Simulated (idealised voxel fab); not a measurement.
This section sets out a process module, namely voxel transistor to metal.
We display cut, a cross-section 215 nm in width whose square cells are each 5 nm.
Cross-section, as written here: a square-cell grid given band by band from the top down, where a band holds one or more rows of cells. The entry gives the band's vertical extent as a top height and a bottom height in nm, then its horizontal make-up as materials from left to right, each with a width in nm. "empty" stands for empty space; a single material marked "throughout" fills the band edge to edge. Measure heights from 0. That's the level where, below it, the as-received wafer is all one material. The lowest band is bottomless and extends downward; write it as in "0 and below". A width such as "30->40" changes by the same amount from each row of cells to the next, from the band's top row to its bottom row. You'll sometimes find "nothing altered" written for a step, and that's the way of saying that nowhere in the cross-section did a cell change during that step. Basically, "Closed void catalog" tells you about the enclosed voids: empty spaces with no open way to the top, 8 cells or bigger, each written width x height at distance, where distance is from the left edge, all in nm. Note: text after step settings on the step line = simulator remark on that step. overlay nm: mask right of planned place by this much (step with mask). Neg. = left.

This section lists the process steps that were planned
1. RECEIVE: material Si
2. CONFORMAL_DEP: material SiO2, thk nm 5
3. CONFORMAL_DEP: material SiN, thk nm 15
4. DIRECTIONAL_DEP: material aC, thk nm 15
5. PATTERN: tone cover, mask id ACTIVE, material resist, width nm 120, thk nm 35, overlay nm 0
6. DIRECTIONAL_ETCH: etch materials aC, depth nm 15
7. STRIP: etch materials resist
8. DIRECTIONAL_ETCH: etch materials SiN, depth nm 15
9. DIRECTIONAL_ETCH: etch materials SiO2, depth nm 5
10. DIRECTIONAL_ETCH: etch materials Si, depth nm 20
11. STRIP: etch materials aC
12. OXIDIZE: depth nm 5
13. FILL_DEP: material SiO2, thk nm 15
14. CMP: height nm 20
15. SELECTIVE_ETCH: etch materials SiO2, depth nm 10
16. STRIP: etch materials SiN
17. SELECTIVE_ETCH: etch materials SiO2, depth nm 5
18. OXIDIZE: depth nm 5
19. DIRECTIONAL_DEP: material polySi, thk nm 25
20. DIRECTIONAL_DEP: material SiCN, thk nm 10
21. MASKED_ETCH: tone cover, mask id GATE, width nm 30, etch materials SiCN, depth nm 20, overlay nm 0
22. MASKED_ETCH: tone cover, mask id GATE, width nm 30, etch materials polySi, depth nm 35, overlay nm 0
23. CONFORMAL_DEP: material SiO2, thk nm 5
24. DIRECTIONAL_ETCH: etch materials SiO2, depth nm 5
25. CONFORMAL_DEP: material SiN, thk nm 10
26. DIRECTIONAL_ETCH: etch materials SiN, depth nm 10
27. DIRECTIONAL_ETCH: etch materials SiO2, depth nm 5
28. EPI: material nSi, thk nm 5
29. FILL_DEP: material SiO2, thk nm 10
30. CMP: height nm 25
31. STRIP: etch materials polySi
32. SELECTIVE_ETCH: etch materials SiO2, depth nm 5
33. CONFORMAL_DEP: material HfO2, thk nm 5
34. CONFORMAL_DEP: material TiN, thk nm 5
35. FILL_DEP: material W, thk nm 10
36. CMP: height nm 20
37. DIRECTIONAL_DEP: material SiO2, thk nm 10
38. PATTERN: tone open, mask id CONTACT, material resist, width nm 20, pitch nm 90, thk nm 20, overlay nm 0
39. DIRECTIONAL_ETCH: etch materials SiO2, depth nm 30
40. STRIP: etch materials resist
41. CONFORMAL_DEP: material TiN, thk nm 5
42. FILL_DEP: material Ru, thk nm 5
43. CMP: height nm 30
44. DIRECTIONAL_DEP: material TiN, thk nm 5
45. DIRECTIONAL_DEP: material Ru, thk nm 15
46. PATTERN: tone cover, mask id METAL_1, material resist, width nm 20, pitch nm 90, thk nm 20, overlay nm 0
47. DIRECTIONAL_ETCH: etch materials Ru, depth nm 15
48. DIRECTIONAL_ETCH: etch materials TiN, depth nm 5
49. STRIP: etch materials resist
50. CONFORMAL_DEP: material SiCN, thk nm 5
51. FILL_DEP: material SiO2, thk nm 5
52. CMP: height nm 50
53. CONFORMAL_DEP: material SiN, thk nm 5

The first of the two wafers, which ran as planned

The cross-section here shows the wafer as received, i.e. in its state after step 1
> 0 and below | Si throughout
> Closed void catalog: none

Once step 2 is through, the wafer looks like this in cross-section
> 5 down to 0 | SiO2 throughout
> Below 0, the layers are the same as they were.

Once step 3 is through, the wafer looks like this in cross-section
> 20 down to 5 | SiN throughout
> Below 5, the layers are the same as they were.

Once step 4 is through, the wafer looks like this in cross-section
> 35 down to 20 | aC throughout
> Below 20, the layers are the same as they were.

Once step 5 is through, the wafer looks like this in cross-section
> 70 down to 35 | 45 of empty / 120 of resist / 50 of empty
> Below 35, the layers are the same as they were.

Once step 6 is through, the wafer looks like this in cross-section
> 55 down to 35 | 45 of empty / 120 of resist / 50 of empty
> 35 down to 20 | 45 of empty / 120 of aC / 50 of empty
> Below 20, the layers are the same as they were.

Once step 7 is through, the wafer looks like this in cross-section
> 35 down to 20 | 45 of empty / 120 of aC / 50 of empty
> Below 20, the layers are the same as they were.

Once step 8 is through, the wafer looks like this in cross-section
> 35 down to 20 | 45 of empty / 120 of aC / 50 of empty
> 20 down to 5 | 45 of empty / 120 of SiN / 50 of empty
> Below 5, the layers are the same as they were.

Once step 9 is through, the wafer looks like this in cross-section
> 35 down to 20 | 45 of empty / 120 of aC / 50 of empty
> 20 down to 5 | 45 of empty / 120 of SiN / 50 of empty
> 5 down to 0 | 45 of empty / 120 of SiO2 / 50 of empty
> Below 0, the layers are the same as they were.

Once step 10 is through, the wafer looks like this in cross-section
> 35 down to 20 | 45 of empty / 120 of aC / 50 of empty
> 20 down to 5 | 45 of empty / 120 of SiN / 50 of empty
> 5 down to 0 | 45 of empty / 120 of SiO2 / 50 of empty
> 0 down to -20 | 45 of empty / 120 of Si / 50 of empty
> Below -20, the layers are the same as they were.

Once step 11 is through, the wafer looks like this in cross-section
> 20 down to 5 | 45 of empty / 120 of SiN / 50 of empty
> Below 5, the layers are the same as they were.

Once step 12 is through, the wafer looks like this in cross-section
> 20 down to 5 | 45 of empty / 120 of SiN / 50 of empty
> 5 down to 0 | 45 of empty / 120 of SiO2 / 50 of empty
> 0 down to -20 | 45 of empty / 5 of SiO2 / 110 of Si / 5 of SiO2 / 50 of empty
> -20 down to -25 | 50 of SiO2 / 110 of Si / 55 of SiO2
> Below -25, the layers are the same as they were.

Once step 13 is through, the wafer looks like this in cross-section
> 35 down to 20 | SiO2 throughout
> 20 down to 5 | 45 of SiO2 / 120 of SiN / 50 of SiO2
> 5 down to 0 | SiO2 throughout
> 0 down to -25 | 50 of SiO2 / 110 of Si / 55 of SiO2
> Below -25, the layers are the same as they were.

Once step 14 is through, the wafer looks like this in cross-section
> 20 down to 5 | 45 of SiO2 / 120 of SiN / 50 of SiO2
> Below 5, the layers are the same as they were.

Once step 15 is through, the wafer looks like this in cross-section
> 20 down to 10 | 45 of empty / 120 of SiN / 50 of empty
> Below 10, the layers are the same as they were.

Once step 16 is through, the wafer looks like this in cross-section
> 10 down to 5 | 45 of SiO2 / 120 of empty / 50 of SiO2
> Below 5, the layers are the same as they were.

Once step 17 is through, the wafer looks like this in cross-section
> 5 down to 0 | 40 of SiO2 / 130 of empty / 45 of SiO2
> Below 0, the layers are the same as they were.

Once step 18 is through, the wafer looks like this in cross-section
> 5 down to 0 | 40 of SiO2 / 130 of empty / 45 of SiO2
> 0 down to -5 | SiO2 throughout
> Below -5, the layers are the same as they were.

Once step 19 is through, the wafer looks like this in cross-section
> 30 down to 25 | 40 of polySi / 130 of empty / 45 of polySi
> 25 down to 5 | polySi throughout
> 5 down to 0 | 40 of SiO2 / 130 of polySi / 45 of SiO2
> Below 0, the layers are the same as they were.

Once step 20 is through, the wafer looks like this in cross-section
> 40 down to 35 | 40 of SiCN / 130 of empty / 45 of SiCN
> 35 down to 30 | SiCN throughout
> 30 down to 25 | 40 of polySi / 130 of SiCN / 45 of polySi
> Below 25, the layers are the same as they were.

Once step 21 is through, the wafer looks like this in cross-section
> 35 down to 30 | 90 of empty / 30 of SiCN / 95 of empty
> 30 down to 25 | 40 of polySi / 50 of empty / 30 of SiCN / 50 of empty / 45 of polySi
> Below 25, the layers are the same as they were.

Once step 22 is through, the wafer looks like this in cross-section
> 35 down to 25 | 90 of empty / 30 of SiCN / 95 of empty
> 25 down to 5 | 90 of empty / 30 of polySi / 95 of empty
> 5 down to 0 | 40 of SiO2 / 50 of empty / 30 of polySi / 50 of empty / 45 of SiO2
> Below 0, the layers are the same as they were.

Once step 23 is through, the wafer looks like this in cross-section
> 40 down to 35 | 85 of empty / 40 of SiO2 / 90 of empty
> 35 down to 25 | 85 of empty / 5 of SiO2 / 30 of SiCN / 5 of SiO2 / 90 of empty
> 25 down to 10 | 85 of empty / 5 of SiO2 / 30 of polySi / 5 of SiO2 / 90 of empty
> 10 down to 5 | 45 of SiO2 / 40 of empty / 5 of SiO2 / 30 of polySi / 5 of SiO2 / 40 of empty / 50 of SiO2
> 5 down to 0 | 90 of SiO2 / 30 of polySi / 95 of SiO2
> Below 0, the layers are the same as they were.

Once step 24 is through, the wafer looks like this in cross-section
> 35 down to 25 | 85 of empty / 5 of SiO2 / 30 of SiCN / 5 of SiO2 / 90 of empty
> 25 down to 5 | 85 of empty / 5 of SiO2 / 30 of polySi / 5 of SiO2 / 90 of empty
> 5 down to 0 | 45 of SiO2 / 40 of empty / 5 of SiO2 / 30 of polySi / 5 of SiO2 / 40 of empty / 50 of SiO2
> Below 0, the layers are the same as they were.

Once step 25 is through, the wafer looks like this in cross-section
> 45 down to 35 | 75 of empty / 60 of SiN / 80 of empty
> 35 down to 25 | 75 of empty / 10 of SiN / 5 of SiO2 / 30 of SiCN / 5 of SiO2 / 10 of SiN / 80 of empty
> 25 down to 15 | 75 of empty / 10 of SiN / 5 of SiO2 / 30 of polySi / 5 of SiO2 / 10 of SiN / 80 of empty
> 15 down to 10 | 55 of SiN / 20 of empty / 10 of SiN / 5 of SiO2 / 30 of polySi / 5 of SiO2 / 10 of SiN / 20 of empty / 60 of SiN
> 10 down to 5 | 85 of SiN / 5 of SiO2 / 30 of polySi / 5 of SiO2 / 90 of SiN
> 5 down to 0 | 45 of SiO2 / 40 of SiN / 5 of SiO2 / 30 of polySi / 5 of SiO2 / 40 of SiN / 50 of SiO2
> Below 0, the layers are the same as they were.

Once step 26 is through, the wafer looks like this in cross-section
> 35 down to 25 | 75 of empty / 10 of SiN / 5 of SiO2 / 30 of SiCN / 5 of SiO2 / 10 of SiN / 80 of empty
> 25 down to 5 | 75 of empty / 10 of SiN / 5 of SiO2 / 30 of polySi / 5 of SiO2 / 10 of SiN / 80 of empty
> 5 down to 0 | 45 of SiO2 / 10 of SiN / 20 of empty / 10 of SiN / 5 of SiO2 / 30 of polySi / 5 of SiO2 / 10 of SiN / 20 of empty / 10 of SiN / 50 of SiO2
> Below 0, the layers are the same as they were.

Once step 27 is through, the wafer looks like this in cross-section
> 35 down to 30 | 75 of empty / 10 of SiN / 5 of empty / 30 of SiCN / 5 of empty / 10 of SiN / 80 of empty
> 30 down to 25 | 75 of empty / 10 of SiN / 5 of SiO2 / 30 of SiCN / 5 of SiO2 / 10 of SiN / 80 of empty
> 25 down to 5 | 75 of empty / 10 of SiN / 5 of SiO2 / 30 of polySi / 5 of SiO2 / 10 of SiN / 80 of empty
> 5 down to 0 | 45 of empty / 10 of SiN / 20 of empty / 10 of SiN / 5 of SiO2 / 30 of polySi / 5 of SiO2 / 10 of SiN / 20 of empty / 10 of SiN / 50 of empty
> 0 down to -5 | 55 of SiO2 / 20 of empty / 60 of SiO2 / 20 of empty / 60 of SiO2
> Below -5, the layers are the same as they were.

Once step 28 is through, the wafer looks like this in cross-section
> 35 down to 30 | 75 of empty / 10 of SiN / 5 of empty / 30 of SiCN / 5 of empty / 10 of SiN / 80 of empty
> 30 down to 25 | 75 of empty / 10 of SiN / 5 of SiO2 / 30 of SiCN / 5 of SiO2 / 10 of SiN / 80 of empty
> 25 down to 5 | 75 of empty / 10 of SiN / 5 of SiO2 / 30 of polySi / 5 of SiO2 / 10 of SiN / 80 of empty
> 5 down to 0 | 45 of empty / 10 of SiN / 20 of empty / 10 of SiN / 5 of SiO2 / 30 of polySi / 5 of SiO2 / 10 of SiN / 20 of empty / 10 of SiN / 50 of empty
> 0 down to -5 | 55 of SiO2 / 20 of nSi / 60 of SiO2 / 20 of nSi / 60 of SiO2
> Below -5, the layers are the same as they were.

Once step 29 is through, the wafer looks like this in cross-section
> 45 down to 35 | SiO2 throughout
> 35 down to 25 | 75 of SiO2 / 10 of SiN / 5 of SiO2 / 30 of SiCN / 5 of SiO2 / 10 of SiN / 80 of SiO2
> 25 down to 5 | 75 of SiO2 / 10 of SiN / 5 of SiO2 / 30 of polySi / 5 of SiO2 / 10 of SiN / 80 of SiO2
> 5 down to 0 | 45 of SiO2 / 10 of SiN / 20 of SiO2 / 10 of SiN / 5 of SiO2 / 30 of polySi / 5 of SiO2 / 10 of SiN / 20 of SiO2 / 10 of SiN / 50 of SiO2
> Below 0, the layers are the same as they were.

Once step 30 is through, the wafer looks like this in cross-section
> 25 down to 5 | 75 of SiO2 / 10 of SiN / 5 of SiO2 / 30 of polySi / 5 of SiO2 / 10 of SiN / 80 of SiO2
> Below 5, the layers are the same as they were.

Once step 31 is through, the wafer looks like this in cross-section
> 25 down to 5 | 75 of SiO2 / 10 of SiN / 5 of SiO2 / 30 of empty / 5 of SiO2 / 10 of SiN / 80 of SiO2
> 5 down to 0 | 45 of SiO2 / 10 of SiN / 20 of SiO2 / 10 of SiN / 5 of SiO2 / 30 of empty / 5 of SiO2 / 10 of SiN / 20 of SiO2 / 10 of SiN / 50 of SiO2
> Below 0, the layers are the same as they were.

Once step 32 is through, the wafer looks like this in cross-section
> 25 down to 20 | 75 of empty / 10 of SiN / 40 of empty / 10 of SiN / 80 of empty
> 20 down to 5 | 75 of SiO2 / 10 of SiN / 40 of empty / 10 of SiN / 80 of SiO2
> 5 down to 0 | 45 of SiO2 / 10 of SiN / 20 of SiO2 / 10 of SiN / 40 of empty / 10 of SiN / 20 of SiO2 / 10 of SiN / 50 of SiO2
> 0 down to -5 | 55 of SiO2 / 20 of nSi / 10 of SiO2 / 40 of empty / 10 of SiO2 / 20 of nSi / 60 of SiO2
> Below -5, the layers are the same as they were.

Once step 33 is through, the wafer looks like this in cross-section
> 30 down to 25 | 70 of empty / 20 of HfO2 / 30 of empty / 20 of HfO2 / 75 of empty
> 25 down to 20 | 75 of HfO2 / 10 of SiN / 5 of HfO2 / 30 of empty / 5 of HfO2 / 10 of SiN / 80 of HfO2
> 20 down to 5 | 75 of SiO2 / 10 of SiN / 5 of HfO2 / 30 of empty / 5 of HfO2 / 10 of SiN / 80 of SiO2
> 5 down to 0 | 45 of SiO2 / 10 of SiN / 20 of SiO2 / 10 of SiN / 5 of HfO2 / 30 of empty / 5 of HfO2 / 10 of SiN / 20 of SiO2 / 10 of SiN / 50 of SiO2
> 0 down to -5 | 55 of SiO2 / 20 of nSi / 10 of SiO2 / 40 of HfO2 / 10 of SiO2 / 20 of nSi / 60 of SiO2
> Below -5, the layers are the same as they were.

Once step 34 is through, the wafer looks like this in cross-section
> 35 down to 30 | 65 of empty / 30 of TiN / 20 of empty / 30 of TiN / 70 of empty
> 30 down to 25 | 70 of TiN / 20 of HfO2 / 5 of TiN / 20 of empty / 5 of TiN / 20 of HfO2 / 75 of TiN
> 25 down to 20 | 75 of HfO2 / 10 of SiN / 5 of HfO2 / 5 of TiN / 20 of empty / 5 of TiN / 5 of HfO2 / 10 of SiN / 80 of HfO2
> 20 down to 5 | 75 of SiO2 / 10 of SiN / 5 of HfO2 / 5 of TiN / 20 of empty / 5 of TiN / 5 of HfO2 / 10 of SiN / 80 of SiO2
> 5 down to 0 | 45 of SiO2 / 10 of SiN / 20 of SiO2 / 10 of SiN / 5 of HfO2 / 30 of TiN / 5 of HfO2 / 10 of SiN / 20 of SiO2 / 10 of SiN / 50 of SiO2
> Below 0, the layers are the same as they were.

Once step 35 is through, the wafer looks like this in cross-section
> 45 down to 35 | W throughout
> 35 down to 30 | 65 of W / 30 of TiN / 20 of W / 30 of TiN / 70 of W
> 30 down to 25 | 70 of TiN / 20 of HfO2 / 5 of TiN / 20 of W / 5 of TiN / 20 of HfO2 / 75 of TiN
> 25 down to 20 | 75 of HfO2 / 10 of SiN / 5 of HfO2 / 5 of TiN / 20 of W / 5 of TiN / 5 of HfO2 / 10 of SiN / 80 of HfO2
> 20 down to 5 | 75 of SiO2 / 10 of SiN / 5 of HfO2 / 5 of TiN / 20 of W / 5 of TiN / 5 of HfO2 / 10 of SiN / 80 of SiO2
> Below 5, the layers are the same as they were.

Once step 36 is through, the wafer looks like this in cross-section
> 20 down to 5 | 75 of SiO2 / 10 of SiN / 5 of HfO2 / 5 of TiN / 20 of W / 5 of TiN / 5 of HfO2 / 10 of SiN / 80 of SiO2
> Below 5, the layers are the same as they were.

Once step 37 is through, the wafer looks like this in cross-section
> 30 down to 20 | SiO2 throughout
> Below 20, the layers are the same as they were.

Once step 38 is through, the wafer looks like this in cross-section
> 50 down to 30 | 50 of resist / 20 of empty / 70 of resist / 20 of empty / 55 of resist
> Below 30, the layers are the same as they were.

Once step 39 is through, the wafer looks like this in cross-section
> 50 down to 30 | 50 of resist / 20 of empty / 70 of resist / 20 of empty / 55 of resist
> 30 down to 20 | 50 of SiO2 / 20 of empty / 70 of SiO2 / 20 of empty / 55 of SiO2
> 20 down to 5 | 50 of SiO2 / 20 of empty / 5 of SiO2 / 10 of SiN / 5 of HfO2 / 5 of TiN / 20 of W / 5 of TiN / 5 of HfO2 / 10 of SiN / 5 of SiO2 / 20 of empty / 55 of SiO2
> 5 down to 0 | 45 of SiO2 / 10 of SiN / 15 of empty / 5 of SiO2 / 10 of SiN / 5 of HfO2 / 30 of TiN / 5 of HfO2 / 10 of SiN / 5 of SiO2 / 15 of empty / 10 of SiN / 50 of SiO2
> Below 0, the layers are the same as they were.

Once step 40 is through, the wafer looks like this in cross-section
> 30 down to 20 | 50 of SiO2 / 20 of empty / 70 of SiO2 / 20 of empty / 55 of SiO2
> Below 20, the layers are the same as they were.

Once step 41 is through, the wafer looks like this in cross-section
> 35 down to 30 | 55 of TiN / 10 of empty / 80 of TiN / 10 of empty / 60 of TiN
> 30 down to 20 | 50 of SiO2 / 5 of TiN / 10 of empty / 5 of TiN / 70 of SiO2 / 5 of TiN / 10 of empty / 5 of TiN / 55 of SiO2
> 20 down to 10 | 50 of SiO2 / 5 of TiN / 10 of empty / 5 of TiN / 5 of SiO2 / 10 of SiN / 5 of HfO2 / 5 of TiN / 20 of W / 5 of TiN / 5 of HfO2 / 10 of SiN / 5 of SiO2 / 5 of TiN / 10 of empty / 5 of TiN / 55 of SiO2
> 10 down to 5 | 50 of SiO2 / 10 of TiN / 5 of empty / 5 of TiN / 5 of SiO2 / 10 of SiN / 5 of HfO2 / 5 of TiN / 20 of W / 5 of TiN / 5 of HfO2 / 10 of SiN / 5 of SiO2 / 5 of TiN / 5 of empty / 10 of TiN / 55 of SiO2
> 5 down to 0 | 45 of SiO2 / 10 of SiN / 15 of TiN / 5 of SiO2 / 10 of SiN / 5 of HfO2 / 30 of TiN / 5 of HfO2 / 10 of SiN / 5 of SiO2 / 15 of TiN / 10 of SiN / 50 of SiO2
> Below 0, the layers are the same as they were.

Once step 42 is through, the wafer looks like this in cross-section
> 40 down to 35 | Ru throughout
> 35 down to 30 | 55 of TiN / 10 of Ru / 80 of TiN / 10 of Ru / 60 of TiN
> 30 down to 20 | 50 of SiO2 / 5 of TiN / 10 of Ru / 5 of TiN / 70 of SiO2 / 5 of TiN / 10 of Ru / 5 of TiN / 55 of SiO2
> 20 down to 10 | 50 of SiO2 / 5 of TiN / 10 of Ru / 5 of TiN / 5 of SiO2 / 10 of SiN / 5 of HfO2 / 5 of TiN / 20 of W / 5 of TiN / 5 of HfO2 / 10 of SiN / 5 of SiO2 / 5 of TiN / 10 of Ru / 5 of TiN / 55 of SiO2
> 10 down to 5 | 50 of SiO2 / 10 of TiN / 5 of Ru / 5 of TiN / 5 of SiO2 / 10 of SiN / 5 of HfO2 / 5 of TiN / 20 of W / 5 of TiN / 5 of HfO2 / 10 of SiN / 5 of SiO2 / 5 of TiN / 5 of Ru / 10 of TiN / 55 of SiO2
> Below 5, the layers are the same as they were.

Once step 43 is through, the wafer looks like this in cross-section
> 30 down to 20 | 50 of SiO2 / 5 of TiN / 10 of Ru / 5 of TiN / 70 of SiO2 / 5 of TiN / 10 of Ru / 5 of TiN / 55 of SiO2
> Below 20, the layers are the same as they were.

Once step 44 is through, the wafer looks like this in cross-section
> 35 down to 30 | TiN throughout
> Below 30, the layers are the same as they were.

Once step 45 is through, the wafer looks like this in cross-section
> 50 down to 35 | Ru throughout
> Below 35, the layers are the same as they were.

Once step 46 is through, the wafer looks like this in cross-section
> 70 down to 50 | 50 of empty / 20 of resist / 70 of empty / 20 of resist / 55 of empty
> Below 50, the layers are the same as they were.

Once step 47 is through, the wafer looks like this in cross-section
> 70 down to 50 | 50 of empty / 20 of resist / 70 of empty / 20 of resist / 55 of empty
> 50 down to 35 | 50 of empty / 20 of Ru / 70 of empty / 20 of Ru / 55 of empty
> Below 35, the layers are the same as they were.

Once step 48 is through, the wafer looks like this in cross-section
> 70 down to 50 | 50 of empty / 20 of resist / 70 of empty / 20 of resist / 55 of empty
> 50 down to 35 | 50 of empty / 20 of Ru / 70 of empty / 20 of Ru / 55 of empty
> 35 down to 30 | 50 of empty / 20 of TiN / 70 of empty / 20 of TiN / 55 of empty
> Below 30, the layers are the same as they were.

Once step 49 is through, the wafer looks like this in cross-section
> 50 down to 35 | 50 of empty / 20 of Ru / 70 of empty / 20 of Ru / 55 of empty
> Below 35, the layers are the same as they were.

Once step 50 is through, the wafer looks like this in cross-section
> 55 down to 50 | 45 of empty / 30 of SiCN / 60 of empty / 30 of SiCN / 50 of empty
> 50 down to 35 | 45 of empty / 5 of SiCN / 20 of Ru / 5 of SiCN / 60 of empty / 5 of SiCN / 20 of Ru / 5 of SiCN / 50 of empty
> 35 down to 30 | 50 of SiCN / 20 of TiN / 70 of SiCN / 20 of TiN / 55 of SiCN
> Below 30, the layers are the same as they were.

Once step 51 is through, the wafer looks like this in cross-section
> 60 down to 55 | SiO2 throughout
> 55 down to 50 | 45 of SiO2 / 30 of SiCN / 60 of SiO2 / 30 of SiCN / 50 of SiO2
> 50 down to 35 | 45 of SiO2 / 5 of SiCN / 20 of Ru / 5 of SiCN / 60 of SiO2 / 5 of SiCN / 20 of Ru / 5 of SiCN / 50 of SiO2
> Below 35, the layers are the same as they were.

Once step 52 is through, the wafer looks like this in cross-section
> 50 down to 35 | 45 of SiO2 / 5 of SiCN / 20 of Ru / 5 of SiCN / 60 of SiO2 / 5 of SiCN / 20 of Ru / 5 of SiCN / 50 of SiO2
> Below 35, the layers are the same as they were.

Once step 53 is through, the wafer looks like this in cross-section
> 55 down to 50 | SiN throughout
> Below 50, the layers are the same as they were.

Second wafer, same starting conditions and recipe as the first, one mistake in executing it, nothing differs from the first up to and including step 52

Second wafer, cross-section, planned end of step 53
> 55 down to 50 | TiN throughout
> Below 50, the layers are the same as they were.
Plan not followed: step 53 was not run as planned; what actually ran was CONFORMAL_DEP: material TiN, thk nm 5
Final difference in cells, second wafer against first, listed per material as more or fewer: SiN: 43 fewer, TiN: 43 more
